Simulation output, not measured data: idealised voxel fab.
process module | voxel gate over fins
cross-section cut | 250 nm wide | cells 5 nm
A cross-section is a grid of square cells, given in bands from the top down. A band is one or more rows of cells.
Each band's line starts with the height of the band's top and of its bottom, in nm. Then come its materials from left to right, each with its width in nm. One material with "throughout" fills the band from edge to edge. "air" is empty space.
Height 0 is the level under which the wafer as received is all one material. The lowest band goes on downwards, as in "0 down".
A width such as "30 to 40" changes by the same amount from each row of cells to the next, from the band's top row to its bottom row.
"no change" after a step means that no cell of the cross-section changed.
closed voids: empty space of 8 cells or more with no open way to the top, each as width x height at its distance from the left edge, in nm
after a step's settings: what the simulator itself notes on the step
overlay nm, on a step with a mask: how far to the right of its planned place the mask lay; to the left if negative
plan
1 op RECEIVE | material Si
2 op CONFORMAL_DEP | material SiN | thk nm 10
3 op PATTERN | tone cover | mask id FINS | material resist | width nm 15 | pitch nm 50 | thk nm 20 | overlay nm 0
4 op DIRECTIONAL_ETCH | etch materials SiN | depth nm 10
5 op DIRECTIONAL_ETCH | etch materials Si | depth nm 30
6 op STRIP | etch materials resist
7 op FILL_DEP | material SiO2 | thk nm 5
8 op CMP | height nm 10
9 op MASKED_ETCH | tone open | mask id RAIL | width nm 15 | etch materials SiO2 | depth nm 35 | overlay nm 0
10 op CONFORMAL_DEP | material TiN | thk nm 5
11 op FILL_DEP | material W | thk nm 10
12 op CMP | height nm 10
13 op SELECTIVE_ETCH | etch materials W Ru TiN | depth nm 30
14 op FILL_DEP | material SiO2 | thk nm 5
15 op CMP | height nm 10
16 op SELECTIVE_ETCH | etch materials SiO2 | depth nm 25
17 op STRIP | etch materials SiN
18 op CONFORMAL_DEP | material HfO2 | thk nm 5
19 op CONFORMAL_DEP | material TiN | thk nm 5
20 op CONFORMAL_DEP | material TiAl | thk nm 5
21 op CONFORMAL_DEP | material TiN | thk nm 5
22 op FILL_DEP | material W | thk nm 15
23 op CMP | height nm 30
24 op CONFORMAL_DEP | material SiCN | thk nm 5
as received, after step 1
  0 down: Si throughout
  closed voids: none
first wafer at the end, as planned
  35 to 30: SiCN throughout
  30 to 20: W throughout
  20 to 15: W 45 | TiN 155 | W 50
  15 to 10: W 45 | TiN 5 | TiAl 45 | TiN 5 | TiAl 45 | TiN 5 | TiAl 45 | TiN 5 | W 50
  10 to 5: W 45 | TiN 5 | TiAl 5 | TiN 35 | TiAl 5 | TiN 5 | TiAl 5 | TiN 35 | TiAl 5 | TiN 5 | TiAl 5 | TiN 35 | TiAl 5 | TiN 5 | W 50
  5 to 0: TiN 50 | TiAl 5 | TiN 5 | HfO2 25 | TiN 5 | TiAl 5 | TiN 5 | TiAl 5 | TiN 5 | HfO2 25 | TiN 5 | TiAl 5 | TiN 5 | TiAl 5 | TiN 5 | HfO2 25 | TiN 5 | TiAl 5 | TiN 55
  0 to -5: TiAl 55 | TiN 5 | HfO2 5 | Si 15 | HfO2 5 | TiN 5 | TiAl 15 | TiN 5 | HfO2 5 | Si 15 | HfO2 5 | TiN 5 | TiAl 15 | TiN 5 | HfO2 5 | Si 15 | HfO2 5 | TiN 5 | TiAl 60
  -5 to -10: TiN 60 | HfO2 5 | Si 15 | HfO2 5 | TiN 25 | HfO2 5 | Si 15 | HfO2 5 | TiN 25 | HfO2 5 | Si 15 | HfO2 5 | TiN 65
  -10 to -15: HfO2 65 | Si 15 | HfO2 35 | Si 15 | HfO2 35 | Si 15 | HfO2 70
  -15 to -20: SiO2 65 | Si 15 | SiO2 35 | Si 15 | SiO2 35 | Si 15 | SiO2 70
  -20 to -25: SiO2 65 | Si 15 | SiO2 10 | TiN 15 | SiO2 10 | Si 15 | SiO2 35 | Si 15 | SiO2 70
  -25 to -30: SiO2 65 | Si 15 | SiO2 35 | Si 15 | SiO2 35 | Si 15 | SiO2 70
  -30 down: Si throughout
  closed voids: none
second wafer at the end: like start, like plan, one mistake
  35 to 30: SiCN throughout
  30 to 20: W throughout
  20 to 15: W 45 | TiN 155 | W 50
  15 to 10: W 45 | TiN 5 | TiAl 45 | TiN 5 | TiAl 45 | TiN 5 | TiAl 45 | TiN 5 | W 50
  10 to 5: W 45 | TiN 5 | TiAl 5 | TiN 35 | TiAl 5 | TiN 5 | TiAl 5 | TiN 35 | TiAl 5 | TiN 5 | TiAl 5 | TiN 35 | TiAl 5 | TiN 5 | W 50
  5 to 0: TiN 50 | TiAl 5 | TiN 5 | HfO2 25 | TiN 5 | TiAl 5 | TiN 5 | TiAl 5 | TiN 5 | HfO2 25 | TiN 5 | TiAl 5 | TiN 5 | TiAl 5 | TiN 5 | HfO2 25 | TiN 5 | TiAl 5 | TiN 55
  0 to -5: TiAl 55 | TiN 5 | HfO2 5 | Si 15 | HfO2 5 | TiN 5 | TiAl 15 | TiN 5 | HfO2 5 | Si 15 | HfO2 5 | TiN 5 | TiAl 15 | TiN 5 | HfO2 5 | Si 15 | HfO2 5 | TiN 5 | TiAl 60
  -5 to -10: TiN 60 | HfO2 5 | Si 15 | HfO2 5 | TiN 25 | HfO2 5 | Si 15 | HfO2 5 | TiN 25 | HfO2 5 | Si 15 | HfO2 5 | TiN 65
  -10 to -15: HfO2 65 | Si 15 | HfO2 35 | Si 15 | HfO2 35 | Si 15 | HfO2 70
  -15 to -20: SiO2 65 | Si 15 | SiO2 35 | Si 15 | SiO2 35 | Si 15 | SiO2 70
  -20 to -25: SiO2 65 | Si 15 | SiO2 10 | TiN 20 | SiO2 5 | Si 15 | SiO2 35 | Si 15 | SiO2 70
  -25 to -30: SiO2 65 | Si 15 | SiO2 35 | Si 15 | SiO2 35 | Si 15 | SiO2 70
  -30 down: Si throughout
  closed voids: none
what went wrong: step 9 ran as: op MASKED_ETCH | tone open | mask id RAIL | width nm 20 | etch materials SiO2 | depth nm 35 | overlay nm 0
at the end the second wafer has, in cells: 1 fewer of SiO2 | 1 more of TiN
